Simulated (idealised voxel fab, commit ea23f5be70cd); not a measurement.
Proc. module: voxel transistor to metal
cross-section cut | 280 nm wide | cells 5 nm
Cross-section format: a grid of square cells, given as bands from top to bottom; each band is one or more rows of cells.
What a band's entry tells you: where the top is and where the bottom is, as heights in nm, and after that what lies inside, material by material from left to right, each with its width in nm. Empty space is written as the word "air", and a single material marked with the word "edge to edge" occupies the band from edge to edge.
Below 0: as-received wafer, all one material; heights counted from there. Lowest band: no bottom, goes on down, written "0 down".
A width such as "30..40" changes by the same amount from each row of cells to the next, from the band's top row to its bottom row.
The designation "nothing got changed", where it is given for a processing step, indicates that no cell of the cross-section was altered in the course of that step.
The entry "Closed-off voids" lists the empty spaces that cover at least 8 cells and have no open path to the top. Each is written as width x height at distance, where the distance is measured from the left edge and all three values are in nm.
On a step's line, text after the settings is the simulator commenting on that step.
If you see "overlay nm" on a step's line and that step has a mask, it's telling you how far right of where it was planned the mask ended up; a negative number means it went left instead.
Read each pair as before and after one process step. The after cross-section shows only down to the lowest band that changed. The step between them and its settings are given below the pair. Pairs can come from different runs of this module on the same starting wafer. A pair continues from the pair above only where its "Pre-step view" entry says so.
Pre-step view
15 to 10  air 65 nm | SiN 5 nm | air 5 nm | SiN 5 nm | air 120 nm | SiN 5 nm | air 5 nm | SiN 5 nm | air 65 nm
10 to 0  air 65 nm | SiN 5 nm | SiO2 5 nm | SiN 5 nm | air 120 nm | SiN 5 nm | SiO2 5 nm | SiN 5 nm | air 65 nm
0 to -5  air 65 nm | SiN 5 nm | nSi 5 nm | SiN 5 nm | air 120 nm | SiN 5 nm | nSi 5 nm | SiN 5 nm | air 65 nm
-5 to -10  air 65 nm | SiO2 5 nm | nSi 5 nm | SiO2 5 nm | air 120 nm | SiO2 5 nm | nSi 5 nm | SiO2 5 nm | air 65 nm
-10 to -15  SiO2 25 nm | Si 45 nm | nSi 5 nm | Si 45 nm | SiO2 40 nm | Si 45 nm | nSi 5 nm | Si 45 nm | SiO2 25 nm
-15 to -30  SiO2 25 nm | Si 95 nm | SiO2 40 nm | Si 95 nm | SiO2 25 nm
-30 down  Si edge to edge
Closed-off voids: none
Sectional View, Post-Process
20 to 15  air 60 nm | HfO2 25 nm | air 110 nm | HfO2 25 nm | air 60 nm
15 to 10  air 60 nm | HfO2 5 nm | SiN 5 nm | HfO2 5 nm | SiN 5 nm | HfO2 5 nm | air 110 nm | HfO2 5 nm | SiN 5 nm | HfO2 5 nm | SiN 5 nm | HfO2 5 nm | air 60 nm
10 to 0  air 60 nm | HfO2 5 nm | SiN 5 nm | SiO2 5 nm | SiN 5 nm | HfO2 5 nm | air 110 nm | HfO2 5 nm | SiN 5 nm | SiO2 5 nm | SiN 5 nm | HfO2 5 nm | air 60 nm
0 to -5  air 60 nm | HfO2 5 nm | SiN 5 nm | nSi 5 nm | SiN 5 nm | HfO2 5 nm | air 110 nm | HfO2 5 nm | SiN 5 nm | nSi 5 nm | SiN 5 nm | HfO2 5 nm | air 60 nm
-5 to -10  HfO2 65 nm | SiO2 5 nm | nSi 5 nm | SiO2 5 nm | HfO2 120 nm | SiO2 5 nm | nSi 5 nm | SiO2 5 nm | HfO2 65 nm
No changes below -10.
Closed-off voids: none
The step occurring between the two cross-sections depicted above is identified as CONFORMAL_DEP [material HfO2] [thk nm 5]
Pre-step view: after-step cross-section of the pair just above applies.
Sectional View, Post-Process
25 to 20  air 55 nm | TiN 35 nm | air 100 nm | TiN 35 nm | air 55 nm
20 to 15  air 55 nm | TiN 5 nm | HfO2 25 nm | TiN 5 nm | air 100 nm | TiN 5 nm | HfO2 25 nm | TiN 5 nm | air 55 nm
15 to 10  air 55 nm | TiN 5 nm | HfO2 5 nm | SiN 5 nm | HfO2 5 nm | SiN 5 nm | HfO2 5 nm | TiN 5 nm | air 100 nm | TiN 5 nm | HfO2 5 nm | SiN 5 nm | HfO2 5 nm | SiN 5 nm | HfO2 5 nm | TiN 5 nm | air 55 nm
10 to 0  air 55 nm | TiN 5 nm | HfO2 5 nm | SiN 5 nm | SiO2 5 nm | SiN 5 nm | HfO2 5 nm | TiN 5 nm | air 100 nm | TiN 5 nm | HfO2 5 nm | SiN 5 nm | SiO2 5 nm | SiN 5 nm | HfO2 5 nm | TiN 5 nm | air 55 nm
0 to -5  TiN 60 nm | HfO2 5 nm | SiN 5 nm | nSi 5 nm | SiN 5 nm | HfO2 5 nm | TiN 110 nm | HfO2 5 nm | SiN 5 nm | nSi 5 nm | SiN 5 nm | HfO2 5 nm | TiN 60 nm
No changes below -5.
Closed-off voids: none
The step occurring between the two cross-sections depicted above is identified as CONFORMAL_DEP [material TiN] [thk nm 5]
Pre-step view: after-step cross-section of the pair just above applies.
Sectional View, Post-Process
30 to 25  W edge to edge
25 to 20  W 55 nm | TiN 35 nm | W 100 nm | TiN 35 nm | W 55 nm
20 to 15  W 55 nm | TiN 5 nm | HfO2 25 nm | TiN 5 nm | W 100 nm | TiN 5 nm | HfO2 25 nm | TiN 5 nm | W 55 nm
15 to 10  W 55 nm | TiN 5 nm | HfO2 5 nm | SiN 5 nm | HfO2 5 nm | SiN 5 nm | HfO2 5 nm | TiN 5 nm | W 100 nm | TiN 5 nm | HfO2 5 nm | SiN 5 nm | HfO2 5 nm | SiN 5 nm | HfO2 5 nm | TiN 5 nm | W 55 nm
10 to 0  W 55 nm | TiN 5 nm | HfO2 5 nm | SiN 5 nm | SiO2 5 nm | SiN 5 nm | HfO2 5 nm | TiN 5 nm | W 100 nm | TiN 5 nm | HfO2 5 nm | SiN 5 nm | SiO2 5 nm | SiN 5 nm | HfO2 5 nm | TiN 5 nm | W 55 nm
No changes below 0.
Closed-off voids: none
The step occurring between the two cross-sections depicted above is identified as FILL_DEP [material W] [thk nm 5]
Pre-step view: after-step cross-section of the pair just above applies.
Sectional View, Post-Process
10 to 0  W 55 nm | TiN 5 nm | HfO2 5 nm | SiN 5 nm | SiO2 5 nm | SiN 5 nm | HfO2 5 nm | TiN 5 nm | W 100 nm | TiN 5 nm | HfO2 5 nm | SiN 5 nm | SiO2 5 nm | SiN 5 nm | HfO2 5 nm | TiN 5 nm | W 55 nm
No changes below 0.
Closed-off voids: none
The step occurring between the two cross-sections depicted above is identified as CMP [height nm 10]
Pre-step view: after-step cross-section of the pair just above applies.
Sectional View, Post-Process
20 to 10  SiO2 edge to edge
No changes below 10.
Closed-off voids: none
The step occurring between the two cross-sections depicted above is identified as DIRECTIONAL_DEP [material SiO2] [thk nm 10]
Pre-step view: after-step cross-section of the pair just above applies.
Sectional View, Post-Process
30 to 20  aC edge to edge
No changes below 20.
Closed-off voids: none
The step occurring between the two cross-sections depicted above is identified as DIRECTIONAL_DEP [material aC] [thk nm 10]
Pre-step view: after-step cross-section of the pair just above applies.
Sectional View, Post-Process
60 to 30  resist 25 nm | air 20 nm | resist 55 nm | air 20 nm | resist 40 nm | air 20 nm | resist 55 nm | air 20 nm | resist 25 nm
No changes below 30.
Closed-off voids: none
The step occurring between the two cross-sections depicted above is identified as PATTERN [tone open] [mask id CONTACT] [material resist] [width nm 20] [thk nm 30] [overlay nm 0]
Pre-step view: after-step cross-section of the pair just above applies.
Sectional View, Post-Process
50 to 30  resist 25 nm | air 20 nm | resist 55 nm | air 20 nm | resist 40 nm | air 20 nm | resist 55 nm | air 20 nm | resist 25 nm
30 to 20  aC 25 nm | air 20 nm | aC 55 nm | air 20 nm | aC 40 nm | air 20 nm | aC 55 nm | air 20 nm | aC 25 nm
No changes below 20.
Closed-off voids: none
The step occurring between the two cross-sections depicted above is identified as DIRECTIONAL_ETCH [etch materials aC] [depth nm 10]
Pre-step view: after-step cross-section of the pair just above applies.
Sectional View, Post-Process
30 to 20  aC 25 nm | air 20 nm | aC 55 nm | air 20 nm | aC 40 nm | air 20 nm | aC 55 nm | air 20 nm | aC 25 nm
No changes below 20.
Closed-off voids: none
The step occurring between the two cross-sections depicted above is identified as STRIP [etch materials resist]
Pre-step view: after-step cross-section of the pair just above applies.
Sectional View, Post-Process
30 to 20  aC 25 nm | air 20 nm | aC 55 nm | air 20 nm | aC 40 nm | air 20 nm | aC 55 nm | air 20 nm | aC 25 nm
20 to 10  SiO2 25 nm | air 20 nm | SiO2 55 nm | air 20 nm | SiO2 40 nm | air 20 nm | SiO2 55 nm | air 20 nm | SiO2 25 nm
No changes below 10.
Closed-off voids: none
The step occurring between the two cross-sections depicted above is identified as DIRECTIONAL_ETCH [etch materials SiO2] [depth nm 25]
Pre-step view: after-step cross-section of the pair just above applies.
Sectional View, Post-Process
20 to 10  SiO2 25 nm | air 20 nm | SiO2 55 nm | air 20 nm | SiO2 40 nm | air 20 nm | SiO2 55 nm | air 20 nm | SiO2 25 nm
No changes below 10.
Closed-off voids: none
The step occurring between the two cross-sections depicted above is identified as STRIP [etch materials aC]
Pre-step view: after-step cross-section of the pair just above applies.
Sectional View, Post-Process
25 to 20  TiN 30 nm | air 10 nm | TiN 65 nm | air 10 nm | TiN 50 nm | air 10 nm | TiN 65 nm | air 10 nm | TiN 30 nm
20 to 15  SiO2 25 nm | TiN 5 nm | air 10 nm | TiN 5 nm | SiO2 55 nm | TiN 5 nm | air 10 nm | TiN 5 nm | SiO2 40 nm | TiN 5 nm | air 10 nm | TiN 5 nm | SiO2 55 nm | TiN 5 nm | air 10 nm | TiN 5 nm | SiO2 25 nm
15 to 10  SiO2 25 nm | TiN 20 nm | SiO2 55 nm | TiN 20 nm | SiO2 40 nm | TiN 20 nm | SiO2 55 nm | TiN 20 nm | SiO2 25 nm
No changes below 10.
Closed-off voids: none
The step occurring between the two cross-sections depicted above is identified as CONFORMAL_DEP [material TiN] [thk nm 5]
Pre-step view: after-step cross-section of the pair just above applies.
Sectional View, Post-Process
35 to 25  W edge to edge
25 to 20  TiN 30 nm | W 10 nm | TiN 65 nm | W 10 nm | TiN 50 nm | W 10 nm | TiN 65 nm | W 10 nm | TiN 30 nm
20 to 15  SiO2 25 nm | TiN 5 nm | W 10 nm | TiN 5 nm | SiO2 55 nm | TiN 5 nm | W 10 nm | TiN 5 nm | SiO2 40 nm | TiN 5 nm | W 10 nm | TiN 5 nm | SiO2 55 nm | TiN 5 nm | W 10 nm | TiN 5 nm | SiO2 25 nm
No changes below 15.
Closed-off voids: none
The step occurring between the two cross-sections depicted above is identified as FILL_DEP [material W] [thk nm 10]
Pre-step view: after-step cross-section of the pair just above applies.
Sectional View, Post-Process
20 to 15  SiO2 25 nm | TiN 5 nm | W 10 nm | TiN 5 nm | SiO2 55 nm | TiN 5 nm | W 10 nm | TiN 5 nm | SiO2 40 nm | TiN 5 nm | W 10 nm | TiN 5 nm | SiO2 55 nm | TiN 5 nm | W 10 nm | TiN 5 nm | SiO2 25 nm
No changes below 15.
Closed-off voids: none
The step occurring between the two cross-sections depicted above is identified as CMP [height nm 20]
Pre-step view: after-step cross-section of the pair just above applies.
Sectional View, Post-Process
25 to 20  TiN edge to edge
No changes below 20.
Closed-off voids: none
The step occurring between the two cross-sections depicted above is identified as DIRECTIONAL_DEP [material TiN] [thk nm 5]
Pre-step view: after-step cross-section of the pair just above applies.
Sectional View, Post-Process
45 to 25  Ru edge to edge
No changes below 25.
Closed-off voids: none
The step occurring between the two cross-sections depicted above is identified as DIRECTIONAL_DEP [material Ru] [thk nm 20]
Pre-step view: after-step cross-section of the pair just above applies.
Sectional View, Post-Process
65 to 45  air 25 nm | resist 20 nm | air 55 nm | resist 20 nm | air 40 nm | resist 20 nm | air 55 nm | resist 20 nm | air 25 nm
No changes below 45.
Closed-off voids: none
The step occurring between the two cross-sections depicted above is identified as PATTERN [tone cover] [mask id METAL_1] [material resist] [width nm 20] [thk nm 20] [overlay nm 0]
Pre-step view: after-step cross-section of the pair just above applies.
Sectional View, Post-Process
65 to 45  air 25 nm | resist 20 nm | air 55 nm | resist 20 nm | air 40 nm | resist 20 nm | air 55 nm | resist 20 nm | air 25 nm
45 to 25  air 25 nm | Ru 20 nm | air 55 nm | Ru 20 nm | air 40 nm | Ru 20 nm | air 55 nm | Ru 20 nm | air 25 nm
No changes below 25.
Closed-off voids: none
The step occurring between the two cross-sections depicted above is identified as DIRECTIONAL_ETCH [etch materials Ru] [depth nm 20]
Pre-step view: after-step cross-section of the pair just above applies.
Sectional View, Post-Process
65 to 45  air 25 nm | resist 20 nm | air 55 nm | resist 20 nm | air 40 nm | resist 20 nm | air 55 nm | resist 20 nm | air 25 nm
45 to 25  air 25 nm | Ru 20 nm | air 55 nm | Ru 20 nm | air 40 nm | Ru 20 nm | air 55 nm | Ru 20 nm | air 25 nm
25 to 20  air 25 nm | TiN 20 nm | air 55 nm | TiN 20 nm | air 40 nm | TiN 20 nm | air 55 nm | TiN 20 nm | air 25 nm
No changes below 20.
Closed-off voids: none
The step occurring between the two cross-sections depicted above is identified as DIRECTIONAL_ETCH [etch materials TiN] [depth nm 5]
Pre-step view: after-step cross-section of the pair just above applies.
Sectional View, Post-Process
45 to 25  air 25 nm | Ru 20 nm | air 55 nm | Ru 20 nm | air 40 nm | Ru 20 nm | air 55 nm | Ru 20 nm | air 25 nm
No changes below 25.
Closed-off voids: none
The step occurring between the two cross-sections depicted above is identified as STRIP [etch materials resist]
Pre-step view: after-step cross-section of the pair just above applies.
Sectional View, Post-Process
50 to 45  air 20 nm | SiCN 30 nm | air 45 nm | SiCN 30 nm | air 30 nm | SiCN 30 nm | air 45 nm | SiCN 30 nm | air 20 nm
45 to 25  air 20 nm | SiCN 5 nm | Ru 20 nm | SiCN 5 nm | air 45 nm | SiCN 5 nm | Ru 20 nm | SiCN 5 nm | air 30 nm | SiCN 5 nm | Ru 20 nm | SiCN 5 nm | air 45 nm | SiCN 5 nm | Ru 20 nm | SiCN 5 nm | air 20 nm
25 to 20  SiCN 25 nm | TiN 20 nm | SiCN 55 nm | TiN 20 nm | SiCN 40 nm | TiN 20 nm | SiCN 55 nm | TiN 20 nm | SiCN 25 nm
No changes below 20.
Closed-off voids: none
The step occurring between the two cross-sections depicted above is identified as CONFORMAL_DEP [material SiCN] [thk nm 5]
Pre-step view: after-step cross-section of the pair just above applies.
Sectional View, Post-Process
60 to 50  lowk edge to edge
50 to 45  lowk 20 nm | SiCN 30 nm | lowk 45 nm | SiCN 30 nm | lowk 30 nm | SiCN 30 nm | lowk 45 nm | SiCN 30 nm | lowk 20 nm
45 to 25  lowk 20 nm | SiCN 5 nm | Ru 20 nm | SiCN 5 nm | lowk 45 nm | SiCN 5 nm | Ru 20 nm | SiCN 5 nm | lowk 30 nm | SiCN 5 nm | Ru 20 nm | SiCN 5 nm | lowk 45 nm | SiCN 5 nm | Ru 20 nm | SiCN 5 nm | lowk 20 nm
No changes below 25.
Closed-off voids: none
The step occurring between the two cross-sections depicted above is identified as FILL_DEP [material lowk] [thk nm 10]
Pre-step view: after-step cross-section of the pair just above applies.
Sectional View, Post-Process
45 to 25  lowk 20 nm | SiCN 5 nm | Ru 20 nm | SiCN 5 nm | lowk 45 nm | SiCN 5 nm | Ru 20 nm | SiCN 5 nm | lowk 30 nm | SiCN 5 nm | Ru 20 nm | SiCN 5 nm | lowk 45 nm | SiCN 5 nm | Ru 20 nm | SiCN 5 nm | lowk 20 nm
No changes below 25.
Closed-off voids: none
The step occurring between the two cross-sections depicted above is identified as CMP [height nm 45]
Pre-step view: after-step cross-section of the pair just above applies.
Sectional View, Post-Process
50 to 45  SiCN edge to edge
No changes below 45.
Closed-off voids: none
The step occurring between the two cross-sections depicted above is identified as CONFORMAL_DEP [material SiCN] [thk nm 5]
Pre-step view: after-step cross-section of the pair just above applies.
Sectional View, Post-Process
80 to 50  lowk edge to edge
No changes below 50.
Closed-off voids: none
The step occurring between the two cross-sections depicted above is identified as DIRECTIONAL_DEP [material lowk] [thk nm 30]
Pre-step view: after-step cross-section of the pair just above applies.
Sectional View, Post-Process
95 to 80  resist 25 nm | air 20 nm | resist 115 nm | air 20 nm | resist 100 nm
No changes below 80.
Closed-off voids: none
The step occurring between the two cross-sections depicted above is identified as PATTERN [tone open] [mask id METAL_2] [material resist] [width nm 20] [pitch nm 135] [thk nm 15] [overlay nm 0]
Pre-step view: after-step cross-section of the pair just above applies.
Sectional View, Post-Process
95 to 80  resist 25 nm | air 20 nm | resist 115 nm | air 20 nm | resist 100 nm
80 to 60  lowk 25 nm | air 20 nm | lowk 115 nm | air 20 nm | lowk 100 nm
No changes below 60.
Closed-off voids: none
The step occurring between the two cross-sections depicted above is identified as DIRECTIONAL_ETCH [etch materials lowk] [depth nm 20]
Pre-step view: after-step cross-section of the pair just above applies.
Sectional View, Post-Process
80 to 60  lowk 25 nm | air 20 nm | lowk 115 nm | air 20 nm | lowk 100 nm
No changes below 60.
Closed-off voids: none
The step occurring between the two cross-sections depicted above is identified as STRIP [etch materials resist]
Pre-step view: after-step cross-section of the pair just above applies.
Sectional View, Post-Process
95 to 80  resist 25 nm | air 15 nm | resist 120 nm | air 15 nm | resist 105 nm
80 to 60  lowk 25 nm | air 15 nm | resist 5 nm | lowk 115 nm | air 15 nm | resist 5 nm | lowk 100 nm
No changes below 60.
Closed-off voids: none
The step occurring between the two cross-sections depicted above is identified as PATTERN [tone open] [mask id METAL_2_HOLES] [material resist] [width nm 15] [pitch nm 135] [thk nm 15] [overlay nm 0]
Pre-step view: after-step cross-section of the pair just above applies.
Sectional View, Post-Process
95 to 80  resist 25 nm | air 15 nm | resist 120 nm | air 15 nm | resist 105 nm
80 to 60  lowk 25 nm | air 15 nm | resist 5 nm | lowk 115 nm | air 15 nm | resist 5 nm | lowk 100 nm
60 to 50  lowk 25 nm | air 15 nm | lowk 120 nm | air 15 nm | lowk 105 nm
No changes below 50.
Closed-off voids: none
The step occurring between the two cross-sections depicted above is identified as DIRECTIONAL_ETCH [etch materials lowk] [depth nm 10]
Pre-step view: after-step cross-section of the pair just above applies.
Sectional View, Post-Process
95 to 80  resist 25 nm | air 15 nm | resist 120 nm | air 15 nm | resist 105 nm
80 to 60  lowk 25 nm | air 15 nm | resist 5 nm | lowk 115 nm | air 15 nm | resist 5 nm | lowk 100 nm
60 to 50  lowk 25 nm | air 15 nm | lowk 120 nm | air 15 nm | lowk 105 nm
50 to 45  SiCN 25 nm | air 15 nm | SiCN 120 nm | air 15 nm | SiCN 105 nm
No changes below 45.
Closed-off voids: none
The step occurring between the two cross-sections depicted above is identified as DIRECTIONAL_ETCH [etch materials SiCN] [depth nm 5]
Pre-step view: after-step cross-section of the pair just above applies.
Sectional View, Post-Process
80 to 60  lowk 25 nm | air 20 nm | lowk 115 nm | air 20 nm | lowk 100 nm
No changes below 60.
Closed-off voids: none
The step occurring between the two cross-sections depicted above is identified as STRIP [etch materials resist]
Pre-step view: after-step cross-section of the pair just above applies.
Sectional View, Post-Process
85 to 80  TiN 30 nm | air 10 nm | TiN 125 nm | air 10 nm | TiN 105 nm
80 to 65  lowk 25 nm | TiN 5 nm | air 10 nm | TiN 5 nm | lowk 115 nm | TiN 5 nm | air 10 nm | TiN 5 nm | lowk 100 nm
65 to 60  lowk 25 nm | TiN 5 nm | air 5 nm | TiN 10 nm | lowk 115 nm | TiN 5 nm | air 5 nm | TiN 10 nm | lowk 100 nm
60 to 50  lowk 25 nm | TiN 5 nm | air 5 nm | TiN 5 nm | lowk 120 nm | TiN 5 nm | air 5 nm | TiN 5 nm | lowk 105 nm
50 to 45  SiCN 25 nm | TiN 15 nm | SiCN 120 nm | TiN 15 nm | SiCN 105 nm
No changes below 45.
Closed-off voids: none
The step occurring between the two cross-sections depicted above is identified as CONFORMAL_DEP [material TiN] [thk nm 5]
Pre-step view: after-step cross-section of the pair just above applies.
Sectional View, Post-Process
90 to 85  Ru edge to edge
85 to 80  TiN 30 nm | Ru 10 nm | TiN 125 nm | Ru 10 nm | TiN 105 nm
80 to 65  lowk 25 nm | TiN 5 nm | Ru 10 nm | TiN 5 nm | lowk 115 nm | TiN 5 nm | Ru 10 nm | TiN 5 nm | lowk 100 nm
65 to 60  lowk 25 nm | TiN 5 nm | Ru 5 nm | TiN 10 nm | lowk 115 nm | TiN 5 nm | Ru 5 nm | TiN 10 nm | lowk 100 nm
60 to 50  lowk 25 nm | TiN 5 nm | Ru 5 nm | TiN 5 nm | lowk 120 nm | TiN 5 nm | Ru 5 nm | TiN 5 nm | lowk 105 nm
No changes below 50.
Closed-off voids: none
The step occurring between the two cross-sections depicted above is identified as FILL_DEP [material Ru] [thk nm 5]
Pre-step view: after-step cross-section of the pair just above applies.
Sectional View, Post-Process
80 to 65  lowk 25 nm | TiN 5 nm | Ru 10 nm | TiN 5 nm | lowk 115 nm | TiN 5 nm | Ru 10 nm | TiN 5 nm | lowk 100 nm
No changes below 65.
Closed-off voids: none
The step occurring between the two cross-sections depicted above is identified as CMP [height nm 80]
Pre-step view: after-step cross-section of the pair just above applies.
Sectional View, Post-Process
85 to 80  SiN edge to edge
No changes below 80.
Closed-off voids: none
The step occurring between the two cross-sections depicted above is identified as CONFORMAL_DEP [material SiN] [thk nm 5]
